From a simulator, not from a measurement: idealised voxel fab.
Title: Process Module voxel wiring stack
The cross-section on display is named cut; it measures 280 nm wide, and its cells are 5 nm squares.
A cross-section is a grid of square cells, given in bands from the top down. A band is one or more rows of cells. A band entry consists of two parts. The first gives the height of the band's top and the height of its bottom, in nm. The rest lists the band's materials from left to right, each with its width in nm. A single material labelled with the word "all across" fills the band from edge to edge, and the word "blank" marks empty space. It should be noted that heights are counted from 0, beneath which the wafer as supplied is of one material throughout, and that the lowest band possesses no lower boundary but continues downward, as written in "0 and below". A width such as "30 to 40" changes by the same amount from each row of cells to the next, from the band's top row to its bottom row. "nothing changed", as given for a step, is the statement that not any cell of the cross-section underwent a change during that step. Heads up: "Closed void table" only lists the empty pockets with no open path to the top that are 8 cells or more, and it writes them as width x height at distance, distance from the left edge, in nm. Whatever follows a step's settings on its line is a remark the simulator itself makes about that step. You can add "overlay nm" to a step's line. For a step with a mask, it describes how far the mask lay to the right of its planned position, and a negative number describes a lay to the left. Before/after cross-section pairs, one process step each; after shown to lowest changed band; step and settings beneath. Pairs may be from different runs of this module on the same starting wafer; a pair continues from the one above only where its "Structure before processing" entry says so.
Structure before processing
  0 and below: Si all across
  Closed void table: none
after
  10 down to 0: SiO2 all across
  Below 0, the layers are the same as they were.
  Closed void table: none
It is this step that lies between the two cross-sections above: CONFORMAL_DEP, material SiO2, thk nm 10
Structure before processing: the cross-section after the pair above
after
  15 down to 10: TiN all across
  Below 10, the layers are the same as they were.
  Closed void table: none
It is this step that lies between the two cross-sections above: DIRECTIONAL_DEP, material TiN, thk nm 5
Structure before processing: the cross-section after the pair above
after
  30 down to 15: W all across
  Below 15, the layers are the same as they were.
  Closed void table: none
It is this step that lies between the two cross-sections above: DIRECTIONAL_DEP, material W, thk nm 15
Structure before processing: the cross-section after the pair above
after
  45 down to 30: blank=95 / resist=30 / blank=25 / resist=30 / blank=100
  Below 30, the layers are the same as they were.
  Closed void table: none
It is this step that lies between the two cross-sections above: PATTERN, tone cover, mask id METAL_1, material resist, width nm 30, pitch nm 55, thk nm 15, overlay nm 0
Structure before processing: the cross-section after the pair above
after
  45 down to 30: blank=95 / resist=30 / blank=25 / resist=30 / blank=100
  30 down to 15: blank=95 / W=30 / blank=25 / W=30 / blank=100
  Below 15, the layers are the same as they were.
  Closed void table: none
It is this step that lies between the two cross-sections above: DIRECTIONAL_ETCH, etch materials W, depth nm 15
Structure before processing: the cross-section after the pair above
after
  45 down to 30: blank=95 / resist=30 / blank=25 / resist=30 / blank=100
  30 down to 15: blank=95 / W=30 / blank=25 / W=30 / blank=100
  15 down to 10: blank=95 / TiN=30 / blank=25 / TiN=30 / blank=100
  Below 10, the layers are the same as they were.
  Closed void table: none
It is this step that lies between the two cross-sections above: DIRECTIONAL_ETCH, etch materials TiN, depth nm 5
Structure before processing: the cross-section after the pair above
after
  30 down to 15: blank=95 / W=30 / blank=25 / W=30 / blank=100
  Below 15, the layers are the same as they were.
  Closed void table: none
It is this step that lies between the two cross-sections above: STRIP, etch materials resist
Structure before processing: the cross-section after the pair above
after
  40 down to 30: SiO2 all across
  30 down to 15: SiO2=95 / W=30 / SiO2=25 / W=30 / SiO2=100
  15 down to 10: SiO2=95 / TiN=30 / SiO2=25 / TiN=30 / SiO2=100
  Below 10, the layers are the same as they were.
  Closed void table: none
It is this step that lies between the two cross-sections above: FILL_DEP, material SiO2, thk nm 10
Structure before processing: the cross-section after the pair above
after
  30 down to 15: SiO2=95 / W=30 / SiO2=25 / W=30 / SiO2=100
  Below 15, the layers are the same as they were.
  Closed void table: none
It is this step that lies between the two cross-sections above: CMP, height nm 30
Structure before processing: the cross-section after the pair above
after
  35 down to 30: SiCN all across
  Below 30, the layers are the same as they were.
  Closed void table: none
It is this step that lies between the two cross-sections above: CONFORMAL_DEP, material SiCN, thk nm 5
Structure before processing: the cross-section after the pair above
after
  55 down to 35: lowk all across
  Below 35, the layers are the same as they were.
  Closed void table: none
It is this step that lies between the two cross-sections above: DIRECTIONAL_DEP, material lowk, thk nm 20
Structure before processing: the cross-section after the pair above
after
  70 down to 55: resist=95 / blank=15 / resist=40 / blank=15 / resist=115
  Below 55, the layers are the same as they were.
  Closed void table: none
It is this step that lies between the two cross-sections above: PATTERN, tone open, mask id PLUG_1, material resist, width nm 15, pitch nm 55, thk nm 15, overlay nm 0
Structure before processing: the cross-section after the pair above
after
  70 down to 55: resist=95 / blank=15 / resist=40 / blank=15 / resist=115
  55 down to 35: lowk=95 / blank=15 / lowk=40 / blank=15 / lowk=115
  Below 35, the layers are the same as they were.
  Closed void table: none
It is this step that lies between the two cross-sections above: DIRECTIONAL_ETCH, etch materials lowk, depth nm 20
Structure before processing: the cross-section after the pair above
after
  70 down to 55: resist=95 / blank=15 / resist=40 / blank=15 / resist=115
  55 down to 35: lowk=95 / blank=15 / lowk=40 / blank=15 / lowk=115
  35 down to 30: SiCN=95 / blank=15 / SiCN=40 / blank=15 / SiCN=115
  Below 30, the layers are the same as they were.
  Closed void table: none
It is this step that lies between the two cross-sections above: DIRECTIONAL_ETCH, etch materials SiCN, depth nm 5
Structure before processing: the cross-section after the pair above
after
  55 down to 35: lowk=95 / blank=15 / lowk=40 / blank=15 / lowk=115
  Below 35, the layers are the same as they were.
  Closed void table: none
It is this step that lies between the two cross-sections above: STRIP, etch materials resist
Structure before processing: the cross-section after the pair above
after
  60 down to 55: TiN=100 / blank=5 / TiN=50 / blank=5 / TiN=120
  55 down to 35: lowk=95 / TiN=5 / blank=5 / TiN=5 / lowk=40 / TiN=5 / blank=5 / TiN=5 / lowk=115
  35 down to 30: SiCN=95 / TiN=15 / SiCN=40 / TiN=15 / SiCN=115
  Below 30, the layers are the same as they were.
  Closed void table: none
It is this step that lies between the two cross-sections above: CONFORMAL_DEP, material TiN, thk nm 5
Structure before processing: the cross-section after the pair above
after
  65 down to 60: Ru all across
  60 down to 55: TiN=100 / Ru=5 / TiN=50 / Ru=5 / TiN=120
  55 down to 35: lowk=95 / TiN=5 / Ru=5 / TiN=5 / lowk=40 / TiN=5 / Ru=5 / TiN=5 / lowk=115
  Below 35, the layers are the same as they were.
  Closed void table: none
It is this step that lies between the two cross-sections above: FILL_DEP, material Ru, thk nm 5
Structure before processing: the cross-section after the pair above
after
  55 down to 35: lowk=95 / TiN=5 / Ru=5 / TiN=5 / lowk=40 / TiN=5 / Ru=5 / TiN=5 / lowk=115
  Below 35, the layers are the same as they were.
  Closed void table: none
It is this step that lies between the two cross-sections above: CMP, height nm 55
Structure before processing: the cross-section after the pair above
after
  60 down to 55: TiN all across
  Below 55, the layers are the same as they were.
  Closed void table: none
It is this step that lies between the two cross-sections above: DIRECTIONAL_DEP, material TiN, thk nm 5
Structure before processing: the cross-section after the pair above
after
  75 down to 60: Ru all across
  Below 60, the layers are the same as they were.
  Closed void table: none
It is this step that lies between the two cross-sections above: DIRECTIONAL_DEP, material Ru, thk nm 15
Structure before processing: the cross-section after the pair above
after
  95 down to 75: blank=95 / resist=30 / blank=25 / resist=30 / blank=100
  Below 75, the layers are the same as they were.
  Closed void table: none
It is this step that lies between the two cross-sections above: PATTERN, tone cover, mask id METAL_2, material resist, width nm 30, pitch nm 55, thk nm 20, overlay nm 0
Structure before processing: the cross-section after the pair above
after
  95 down to 75: blank=95 / resist=30 / blank=25 / resist=30 / blank=100
  75 down to 60: blank=95 / Ru=30 / blank=25 / Ru=30 / blank=100
  Below 60, the layers are the same as they were.
  Closed void table: none
It is this step that lies between the two cross-sections above: DIRECTIONAL_ETCH, etch materials Ru, depth nm 15
Structure before processing: the cross-section after the pair above
after
  95 down to 75: blank=95 / resist=30 / blank=25 / resist=30 / blank=100
  75 down to 60: blank=95 / Ru=30 / blank=25 / Ru=30 / blank=100
  60 down to 55: blank=95 / TiN=30 / blank=25 / TiN=30 / blank=100
  Below 55, the layers are the same as they were.
  Closed void table: none
It is this step that lies between the two cross-sections above: DIRECTIONAL_ETCH, etch materials TiN, depth nm 5
Structure before processing: the cross-section after the pair above
after
  75 down to 60: blank=95 / Ru=30 / blank=25 / Ru=30 / blank=100
  Below 60, the layers are the same as they were.
  Closed void table: none
It is this step that lies between the two cross-sections above: STRIP, etch materials resist
Structure before processing: the cross-section after the pair above
after
  80 down to 75: blank=90 / SiCN=40 / blank=15 / SiCN=40 / blank=95
  75 down to 60: blank=90 / SiCN=5 / Ru=30 / SiCN=5 / blank=15 / SiCN=5 / Ru=30 / SiCN=5 / blank=95
  60 down to 55: SiCN=95 / TiN=30 / SiCN=25 / TiN=30 / SiCN=100
  Below 55, the layers are the same as they were.
  Closed void table: none
It is this step that lies between the two cross-sections above: CONFORMAL_DEP, material SiCN, thk nm 5
Structure before processing: the cross-section after the pair above
after
  85 down to 80: SiO2 all across
  80 down to 75: SiO2=90 / SiCN=40 / SiO2=15 / SiCN=40 / SiO2=95
  75 down to 60: SiO2=90 / SiCN=5 / Ru=30 / SiCN=5 / SiO2=15 / SiCN=5 / Ru=30 / SiCN=5 / SiO2=95
  Below 60, the layers are the same as they were.
  Closed void table: none
It is this step that lies between the two cross-sections above: FILL_DEP, material SiO2, thk nm 5
Structure before processing: the cross-section after the pair above
after
  75 down to 60: SiO2=90 / SiCN=5 / Ru=30 / SiCN=5 / SiO2=15 / SiCN=5 / Ru=30 / SiCN=5 / SiO2=95
  Below 60, the layers are the same as they were.
  Closed void table: none
It is this step that lies between the two cross-sections above: CMP, height nm 75
Structure before processing: the cross-section after the pair above
after
  80 down to 75: SiN all across
  Below 75, the layers are the same as they were.
  Closed void table: none
It is this step that lies between the two cross-sections above: CONFORMAL_DEP, material SiN, thk nm 5
Structure before processing
  0 and below: Si all across
  Closed void table: none
after
  5 down to 0: TiN all across
  Below 0, the layers are the same as they were.
  Closed void table: none
It is this step that lies between the two cross-sections above: DIRECTIONAL_DEP, material TiN, thk nm 5
Structure before processing: the cross-section after the pair above
after
  20 down to 5: W all across
  Below 5, the layers are the same as they were.
  Closed void table: none
It is this step that lies between the two cross-sections above: DIRECTIONAL_DEP, material W, thk nm 15
Structure before processing: the cross-section after the pair above
after
  35 down to 20: blank=95 / resist=30 / blank=25 / resist=30 / blank=100
  Below 20, the layers are the same as they were.
  Closed void table: none
It is this step that lies between the two cross-sections above: PATTERN, tone cover, mask id METAL_1, material resist, width nm 30, pitch nm 55, thk nm 15, overlay nm 0
Structure before processing: the cross-section after the pair above
after
  35 down to 20: blank=95 / resist=30 / blank=25 / resist=30 / blank=100
  20 down to 5: blank=95 / W=30 / blank=25 / W=30 / blank=100
  Below 5, the layers are the same as they were.
  Closed void table: none
It is this step that lies between the two cross-sections above: DIRECTIONAL_ETCH, etch materials W, depth nm 15
Structure before processing: the cross-section after the pair above
after
  35 down to 20: blank=95 / resist=30 / blank=25 / resist=30 / blank=100
  20 down to 5: blank=95 / W=30 / blank=25 / W=30 / blank=100
  5 down to 0: blank=95 / TiN=30 / blank=25 / TiN=30 / blank=100
  Below 0, the layers are the same as they were.
  Closed void table: none
It is this step that lies between the two cross-sections above: DIRECTIONAL_ETCH, etch materials TiN, depth nm 5
Structure before processing: the cross-section after the pair above
after
  20 down to 5: blank=95 / W=30 / blank=25 / W=30 / blank=100
  Below 5, the layers are the same as they were.
  Closed void table: none
It is this step that lies between the two cross-sections above: STRIP, etch materials resist
Structure before processing: the cross-section after the pair above
after
  30 down to 20: SiO2 all across
  20 down to 5: SiO2=95 / W=30 / SiO2=25 / W=30 / SiO2=100
  5 down to 0: SiO2=95 / TiN=30 / SiO2=25 / TiN=30 / SiO2=100
  Below 0, the layers are the same as they were.
  Closed void table: none
It is this step that lies between the two cross-sections above: FILL_DEP, material SiO2, thk nm 10
Structure before processing: the cross-section after the pair above
after
  35 down to 30: SiCN all across
  Below 30, the layers are the same as they were.
  Closed void table: none
It is this step that lies between the two cross-sections above: CONFORMAL_DEP, material SiCN, thk nm 5
Structure before processing: the cross-section after the pair above
after
  55 down to 35: lowk all across
  Below 35, the layers are the same as they were.
  Closed void table: none
It is this step that lies between the two cross-sections above: DIRECTIONAL_DEP, material lowk, thk nm 20
Structure before processing: the cross-section after the pair above
after
  70 down to 55: resist=95 / blank=15 / resist=40 / blank=15 / resist=115
  Below 55, the layers are the same as they were.
  Closed void table: none
It is this step that lies between the two cross-sections above: PATTERN, tone open, mask id PLUG_1, material resist, width nm 15, pitch nm 55, thk nm 15, overlay nm 0
Structure before processing: the cross-section after the pair above
after
  70 down to 55: resist=95 / blank=15 / resist=40 / blank=15 / resist=115
  55 down to 35: lowk=95 / blank=15 / lowk=40 / blank=15 / lowk=115
  Below 35, the layers are the same as they were.
  Closed void table: none
It is this step that lies between the two cross-sections above: DIRECTIONAL_ETCH, etch materials lowk, depth nm 20
Structure before processing: the cross-section after the pair above
after
  70 down to 55: resist=95 / blank=15 / resist=40 / blank=15 / resist=115
  55 down to 35: lowk=95 / blank=15 / lowk=40 / blank=15 / lowk=115
  35 down to 30: SiCN=95 / blank=15 / SiCN=40 / blank=15 / SiCN=115
  Below 30, the layers are the same as they were.
  Closed void table: none
It is this step that lies between the two cross-sections above: DIRECTIONAL_ETCH, etch materials SiCN, depth nm 5
Structure before processing: the cross-section after the pair above
after
  55 down to 35: lowk=95 / blank=15 / lowk=40 / blank=15 / lowk=115
  Below 35, the layers are the same as they were.
  Closed void table: none
It is this step that lies between the two cross-sections above: STRIP, etch materials resist
Structure before processing: the cross-section after the pair above
after
  60 down to 55: TiN=100 / blank=5 / TiN=50 / blank=5 / TiN=120
  55 down to 35: lowk=95 / TiN=5 / blank=5 / TiN=5 / lowk=40 / TiN=5 / blank=5 / TiN=5 / lowk=115
  35 down to 30: SiCN=95 / TiN=15 / SiCN=40 / TiN=15 / SiCN=115
  Below 30, the layers are the same as they were.
  Closed void table: none
It is this step that lies between the two cross-sections above: CONFORMAL_DEP, material TiN, thk nm 5
Structure before processing: the cross-section after the pair above
after
  65 down to 60: Ru all across
  60 down to 55: TiN=100 / Ru=5 / TiN=50 / Ru=5 / TiN=120
  55 down to 35: lowk=95 / TiN=5 / Ru=5 / TiN=5 / lowk=40 / TiN=5 / Ru=5 / TiN=5 / lowk=115
  Below 35, the layers are the same as they were.
  Closed void table: none
It is this step that lies between the two cross-sections above: FILL_DEP, material Ru, thk nm 5
Structure before processing: the cross-section after the pair above
after
  55 down to 35: lowk=95 / TiN=5 / Ru=5 / TiN=5 / lowk=40 / TiN=5 / Ru=5 / TiN=5 / lowk=115
  Below 35, the layers are the same as they were.
  Closed void table: none
It is this step that lies between the two cross-sections above: CMP, height nm 55
Structure before processing: the cross-section after the pair above
after
  60 down to 55: TiN all across
  Below 55, the layers are the same as they were.
  Closed void table: none
It is this step that lies between the two cross-sections above: DIRECTIONAL_DEP, material TiN, thk nm 5
Structure before processing: the cross-section after the pair above
after
  75 down to 60: Ru all across
  Below 60, the layers are the same as they were.
  Closed void table: none
It is this step that lies between the two cross-sections above: DIRECTIONAL_DEP, material Ru, thk nm 15
Structure before processing: the cross-section after the pair above
after
  95 down to 75: blank=95 / resist=30 / blank=25 / resist=30 / blank=100
  Below 75, the layers are the same as they were.
  Closed void table: none
It is this step that lies between the two cross-sections above: PATTERN, tone cover, mask id METAL_2, material resist, width nm 30, pitch nm 55, thk nm 20, overlay nm 0
Structure before processing: the cross-section after the pair above
after
  95 down to 75: blank=95 / resist=30 / blank=25 / resist=30 / blank=100
  75 down to 60: blank=95 / Ru=30 / blank=25 / Ru=30 / blank=100
  Below 60, the layers are the same as they were.
  Closed void table: none
It is this step that lies between the two cross-sections above: DIRECTIONAL_ETCH, etch materials Ru, depth nm 15
Structure before processing: the cross-section after the pair above
after
  95 down to 75: blank=95 / resist=30 / blank=25 / resist=30 / blank=100
  75 down to 60: blank=95 / Ru=30 / blank=25 / Ru=30 / blank=100
  60 down to 55: blank=95 / TiN=30 / blank=25 / TiN=30 / blank=100
  Below 55, the layers are the same as they were.
  Closed void table: none
It is this step that lies between the two cross-sections above: DIRECTIONAL_ETCH, etch materials TiN, depth nm 5
Structure before processing: the cross-section after the pair above
after
  75 down to 60: blank=95 / Ru=30 / blank=25 / Ru=30 / blank=100
  Below 60, the layers are the same as they were.
  Closed void table: none
It is this step that lies between the two cross-sections above: STRIP, etch materials resist
Structure before processing: the cross-section after the pair above
after
  80 down to 75: blank=90 / SiCN=40 / blank=15 / SiCN=40 / blank=95
  75 down to 60: blank=90 / SiCN=5 / Ru=30 / SiCN=5 / blank=15 / SiCN=5 / Ru=30 / SiCN=5 / blank=95
  60 down to 55: SiCN=95 / TiN=30 / SiCN=25 / TiN=30 / SiCN=100
  Below 55, the layers are the same as they were.
  Closed void table: none
It is this step that lies between the two cross-sections above: CONFORMAL_DEP, material SiCN, thk nm 5
Structure before processing: the cross-section after the pair above
after
  85 down to 80: SiO2 all across
  80 down to 75: SiO2=90 / SiCN=40 / SiO2=15 / SiCN=40 / SiO2=95
  75 down to 60: SiO2=90 / SiCN=5 / Ru=30 / SiCN=5 / SiO2=15 / SiCN=5 / Ru=30 / SiCN=5 / SiO2=95
  Below 60, the layers are the same as they were.
  Closed void table: none
It is this step that lies between the two cross-sections above: FILL_DEP, material SiO2, thk nm 5
Structure before processing: the cross-section after the pair above
after
  75 down to 60: SiO2=90 / SiCN=5 / Ru=30 / SiCN=5 / SiO2=15 / SiCN=5 / Ru=30 / SiCN=5 / SiO2=95
  Below 60, the layers are the same as they were.
  Closed void table: none
It is this step that lies between the two cross-sections above: CMP, height nm 75
Structure before processing: the cross-section after the pair above
after
  80 down to 75: SiN all across
  Below 75, the layers are the same as they were.
  Closed void table: none
It is this step that lies between the two cross-sections above: CONFORMAL_DEP, material SiN, thk nm 5
Structure before processing
  85 down to 80: SiO2 all across
  80 down to 75: SiO2=90 / SiCN=40 / SiO2=15 / SiCN=40 / SiO2=95
  75 down to 60: SiO2=90 / SiCN=5 / Ru=30 / SiCN=5 / SiO2=15 / SiCN=5 / Ru=30 / SiCN=5 / SiO2=95
  60 down to 55: SiCN=95 / TiN=30 / SiCN=25 / TiN=30 / SiCN=100
  55 down to 35: lowk=95 / TiN=5 / Ru=5 / TiN=5 / lowk=40 / TiN=5 / Ru=5 / TiN=5 / lowk=115
  35 down to 30: SiCN=95 / TiN=15 / SiCN=40 / TiN=15 / SiCN=115
  30 down to 15: SiO2=95 / W=30 / SiO2=25 / W=30 / SiO2=100
  15 down to 10: SiO2=95 / TiN=30 / SiO2=25 / TiN=30 / SiO2=100
  10 down to 0: SiO2 all across
  0 and below: Si all across
  Closed void table: none
after
  90 down to 80: SiO2 all across
  Below 80, the layers are the same as they were.
  Closed void table: none
It is this step that lies between the two cross-sections above: FILL_DEP, material SiO2, thk nm 5
Structure before processing: the cross-section after the pair above
after
  75 down to 60: SiO2=90 / SiCN=5 / Ru=30 / SiCN=5 / SiO2=15 / SiCN=5 / Ru=30 / SiCN=5 / SiO2=95
  Below 60, the layers are the same as they were.
  Closed void table: none
It is this step that lies between the two cross-sections above: CMP, height nm 75
Structure before processing
  30 down to 15: SiO2=95 / W=30 / SiO2=25 / W=30 / SiO2=100
  15 down to 10: SiO2=95 / TiN=30 / SiO2=25 / TiN=30 / SiO2=100
  10 down to 0: SiO2 all across
  0 and below: Si all across
  Closed void table: none
after
  50 down to 30: lowk all across
  Below 30, the layers are the same as they were.
  Closed void table: none
It is this step that lies between the two cross-sections above: DIRECTIONAL_DEP, material lowk, thk nm 20
Structure before processing: the cross-section after the pair above
after
  55 down to 50: SiCN all across
  Below 50, the layers are the same as they were.
  Closed void table: none
It is this step that lies between the two cross-sections above: CONFORMAL_DEP, material SiCN, thk nm 5
Structure before processing: the cross-section after the pair above
after
  70 down to 55: resist=95 / blank=15 / resist=40 / blank=15 / resist=115
  Below 55, the layers are the same as they were.
  Closed void table: none
It is this step that lies between the two cross-sections above: PATTERN, tone open, mask id PLUG_1, material resist, width nm 15, pitch nm 55, thk nm 15, overlay nm 0
Structure before processing: the cross-section after the pair above
after
  70 down to 55: resist=95 / blank=15 / resist=40 / blank=15 / resist=115
  55 down to 50: SiCN=95 / blank=15 / SiCN=40 / blank=15 / SiCN=115
  Below 50, the layers are the same as they were.
  Closed void table: none
It is this step that lies between the two cross-sections above: DIRECTIONAL_ETCH, etch materials SiCN, depth nm 5
Structure before processing: the cross-section after the pair above
after
  55 down to 50: SiCN=95 / blank=15 / SiCN=40 / blank=15 / SiCN=115
  Below 50, the layers are the same as they were.
  Closed void table: none
It is this step that lies between the two cross-sections above: STRIP, etch materials resist
Structure before processing: the cross-section after the pair above
after
  60 down to 55: TiN=100 / blank=5 / TiN=50 / blank=5 / TiN=120
  55 down to 50: SiCN=95 / TiN=15 / SiCN=40 / TiN=15 / SiCN=115
  Below 50, the layers are the same as they were.
  Closed void table: none
It is this step that lies between the two cross-sections above: CONFORMAL_DEP, material TiN, thk nm 5
Structure before processing: the cross-section after the pair above
after
  65 down to 60: Ru all across
  60 down to 55: TiN=100 / Ru=5 / TiN=50 / Ru=5 / TiN=120
  Below 55, the layers are the same as they were.
  Closed void table: none
It is this step that lies between the two cross-sections above: FILL_DEP, material Ru, thk nm 5
Structure before processing: the cross-section after the pair above
after
  55 down to 50: SiCN=95 / TiN=15 / SiCN=40 / TiN=15 / SiCN=115
  Below 50, the layers are the same as they were.
  Closed void table: none
It is this step that lies between the two cross-sections above: CMP, height nm 55
Structure before processing: the cross-section after the pair above
after
  60 down to 55: TiN all across
  Below 55, the layers are the same as they were.
  Closed void table: none
It is this step that lies between the two cross-sections above: DIRECTIONAL_DEP, material TiN, thk nm 5
Structure before processing: the cross-section after the pair above
after
  75 down to 60: Ru all across
  Below 60, the layers are the same as they were.
  Closed void table: none
It is this step that lies between the two cross-sections above: DIRECTIONAL_DEP, material Ru, thk nm 15
Structure before processing: the cross-section after the pair above
after
  95 down to 75: blank=95 / resist=30 / blank=25 / resist=30 / blank=100
  Below 75, the layers are the same as they were.
  Closed void table: none
It is this step that lies between the two cross-sections above: PATTERN, tone cover, mask id METAL_2, material resist, width nm 30, pitch nm 55, thk nm 20, overlay nm 0
Structure before processing: the cross-section after the pair above
after
  95 down to 75: blank=95 / resist=30 / blank=25 / resist=30 / blank=100
  75 down to 60: blank=95 / Ru=30 / blank=25 / Ru=30 / blank=100
  Below 60, the layers are the same as they were.
  Closed void table: none
It is this step that lies between the two cross-sections above: DIRECTIONAL_ETCH, etch materials Ru, depth nm 15
Structure before processing: the cross-section after the pair above
after
  95 down to 75: blank=95 / resist=30 / blank=25 / resist=30 / blank=100
  75 down to 60: blank=95 / Ru=30 / blank=25 / Ru=30 / blank=100
  60 down to 55: blank=95 / TiN=30 / blank=25 / TiN=30 / blank=100
  Below 55, the layers are the same as they were.
  Closed void table: none
It is this step that lies between the two cross-sections above: DIRECTIONAL_ETCH, etch materials TiN, depth nm 5
Structure before processing: the cross-section after the pair above
after
  75 down to 60: blank=95 / Ru=30 / blank=25 / Ru=30 / blank=100
  Below 60, the layers are the same as they were.
  Closed void table: none
It is this step that lies between the two cross-sections above: STRIP, etch materials resist
Structure before processing: the cross-section after the pair above
after
  80 down to 75: blank=90 / SiCN=40 / blank=15 / SiCN=40 / blank=95
  75 down to 60: blank=90 / SiCN=5 / Ru=30 / SiCN=5 / blank=15 / SiCN=5 / Ru=30 / SiCN=5 / blank=95
  60 down to 50: SiCN=95 / TiN=30 to 15 / SiCN=25 to 40 / TiN=30 to 15 / SiCN=100 to 115
  Below 50, the layers are the same as they were.
  Closed void table: none
It is this step that lies between the two cross-sections above: CONFORMAL_DEP, material SiCN, thk nm 5
Structure before processing: the cross-section after the pair above
after
  85 down to 80: SiO2 all across
  80 down to 75: SiO2=90 / SiCN=40 / SiO2=15 / SiCN=40 / SiO2=95
  75 down to 60: SiO2=90 / SiCN=5 / Ru=30 / SiCN=5 / SiO2=15 / SiCN=5 / Ru=30 / SiCN=5 / SiO2=95
  Below 60, the layers are the same as they were.
  Closed void table: none
It is this step that lies between the two cross-sections above: FILL_DEP, material SiO2, thk nm 5
Structure before processing: the cross-section after the pair above
after
  75 down to 60: SiO2=90 / SiCN=5 / Ru=30 / SiCN=5 / SiO2=15 / SiCN=5 / Ru=30 / SiCN=5 / SiO2=95
  Below 60, the layers are the same as they were.
  Closed void table: none
It is this step that lies between the two cross-sections above: CMP, height nm 75
Structure before processing: the cross-section after the pair above
after
  80 down to 75: SiN all across
  Below 75, the layers are the same as they were.
  Closed void table: none
It is this step that lies between the two cross-sections above: CONFORMAL_DEP, material SiN, thk nm 5
Structure before processing
  85 down to 80: SiO2 all across
  80 down to 75: SiO2=90 / SiCN=40 / SiO2=15 / SiCN=40 / SiO2=95
  75 down to 60: SiO2=90 / SiCN=5 / Ru=30 / SiCN=5 / SiO2=15 / SiCN=5 / Ru=30 / SiCN=5 / SiO2=95
  60 down to 55: SiCN=95 / TiN=30 / SiCN=25 / TiN=30 / SiCN=100
  55 down to 35: lowk=95 / TiN=5 / Ru=5 / TiN=5 / lowk=40 / TiN=5 / Ru=5 / TiN=5 / lowk=115
  35 down to 30: SiCN=95 / TiN=15 / SiCN=40 / TiN=15 / SiCN=115
  30 down to 15: SiO2=95 / W=30 / SiO2=25 / W=30 / SiO2=100
  15 down to 10: SiO2=95 / TiN=30 / SiO2=25 / TiN=30 / SiO2=100
  10 down to 0: SiO2 all across
  0 and below: Si all across
  Closed void table: none
after
  70 down to 60: SiO2=90 / SiCN=5 / Ru=30 / SiCN=5 / SiO2=15 / SiCN=5 / Ru=30 / SiCN=5 / SiO2=95
  Below 60, the layers are the same as they were.
  Closed void table: none
It is this step that lies between the two cross-sections above: CMP, height nm 70
Structure before processing: the cross-section after the pair above
after
  75 down to 70: SiN all across
  Below 70, the layers are the same as they were.
  Closed void table: none
It is this step that lies between the two cross-sections above: CONFORMAL_DEP, material SiN, thk nm 5
Structure before processing
  55 down to 35: lowk all across
  35 down to 30: SiCN all across
  30 down to 15: SiO2=95 / W=30 / SiO2=25 / W=30 / SiO2=100
  15 down to 10: SiO2=95 / TiN=30 / SiO2=25 / TiN=30 / SiO2=100
  10 down to 0: SiO2 all across
  0 and below: Si all across
  Closed void table: none
after
  70 down to 55: resist=90 / blank=25 / resist=30 / blank=25 / resist=110
  Below 55, the layers are the same as they were.
  Closed void table: none
It is this step that lies between the two cross-sections above: PATTERN, tone open, mask id PLUG_1, material resist, width nm 25, pitch nm 55, thk nm 15, overlay nm 0
Structure before processing: the cross-section after the pair above
after
  70 down to 55: resist=90 / blank=25 / resist=30 / blank=25 / resist=110
  55 down to 35: lowk=90 / blank=25 / lowk=30 / blank=25 / lowk=110
  Below 35, the layers are the same as they were.
  Closed void table: none
It is this step that lies between the two cross-sections above: DIRECTIONAL_ETCH, etch materials lowk, depth nm 20
Structure before processing: the cross-section after the pair above
after
  70 down to 55: resist=90 / blank=25 / resist=30 / blank=25 / resist=110
  55 down to 35: lowk=90 / blank=25 / lowk=30 / blank=25 / lowk=110
  35 down to 30: SiCN=90 / blank=25 / SiCN=30 / blank=25 / SiCN=110
  Below 30, the layers are the same as they were.
  Closed void table: none
It is this step that lies between the two cross-sections above: DIRECTIONAL_ETCH, etch materials SiCN, depth nm 5
Structure before processing: the cross-section after the pair above
after
  55 down to 35: lowk=90 / blank=25 / lowk=30 / blank=25 / lowk=110
  Below 35, the layers are the same as they were.
  Closed void table: none
It is this step that lies between the two cross-sections above: STRIP, etch materials resist
Structure before processing: the cross-section after the pair above
after
  60 down to 55: TiN=95 / blank=15 / TiN=40 / blank=15 / TiN=115
  55 down to 35: lowk=90 / TiN=5 / blank=15 / TiN=5 / lowk=30 / TiN=5 / blank=15 / TiN=5 / lowk=110
  35 down to 30: SiCN=90 / TiN=25 / SiCN=30 / TiN=25 / SiCN=110
  Below 30, the layers are the same as they were.
  Closed void table: none
It is this step that lies between the two cross-sections above: CONFORMAL_DEP, material TiN, thk nm 5
Structure before processing: the cross-section after the pair above
after
  65 down to 60: Ru all across
  60 down to 55: TiN=95 / Ru=15 / TiN=40 / Ru=15 / TiN=115
  55 down to 35: lowk=90 / TiN=5 / Ru=15 / TiN=5 / lowk=30 / TiN=5 / Ru=15 / TiN=5 / lowk=110
  Below 35, the layers are the same as they were.
  Closed void table: none
It is this step that lies between the two cross-sections above: FILL_DEP, material Ru, thk nm 5
Structure before processing: the cross-section after the pair above
after
  55 down to 35: lowk=90 / TiN=5 / Ru=15 / TiN=5 / lowk=30 / TiN=5 / Ru=15 / TiN=5 / lowk=110
  Below 35, the layers are the same as they were.
  Closed void table: none
It is this step that lies between the two cross-sections above: CMP, height nm 55
Structure before processing: the cross-section after the pair above
after
  60 down to 55: TiN all across
  Below 55, the layers are the same as they were.
  Closed void table: none
It is this step that lies between the two cross-sections above: DIRECTIONAL_DEP, material TiN, thk nm 5
Structure before processing: the cross-section after the pair above
after
  75 down to 60: Ru all across
  Below 60, the layers are the same as they were.
  Closed void table: none
It is this step that lies between the two cross-sections above: DIRECTIONAL_DEP, material Ru, thk nm 15
Structure before processing: the cross-section after the pair above
after
  95 down to 75: blank=95 / resist=30 / blank=25 / resist=30 / blank=100
  Below 75, the layers are the same as they were.
  Closed void table: none
It is this step that lies between the two cross-sections above: PATTERN, tone cover, mask id METAL_2, material resist, width nm 30, pitch nm 55, thk nm 20, overlay nm 0
Structure before processing: the cross-section after the pair above
after
  95 down to 75: blank=95 / resist=30 / blank=25 / resist=30 / blank=100
  75 down to 60: blank=95 / Ru=30 / blank=25 / Ru=30 / blank=100
  Below 60, the layers are the same as they were.
  Closed void table: none
It is this step that lies between the two cross-sections above: DIRECTIONAL_ETCH, etch materials Ru, depth nm 15
Structure before processing: the cross-section after the pair above
after
  95 down to 75: blank=95 / resist=30 / blank=25 / resist=30 / blank=100
  75 down to 60: blank=95 / Ru=30 / blank=25 / Ru=30 / blank=100
  60 down to 55: blank=95 / TiN=30 / blank=25 / TiN=30 / blank=100
  Below 55, the layers are the same as they were.
  Closed void table: none
It is this step that lies between the two cross-sections above: DIRECTIONAL_ETCH, etch materials TiN, depth nm 5
Structure before processing: the cross-section after the pair above
after
  75 down to 60: blank=95 / Ru=30 / blank=25 / Ru=30 / blank=100
  Below 60, the layers are the same as they were.
  Closed void table: none
It is this step that lies between the two cross-sections above: STRIP, etch materials resist
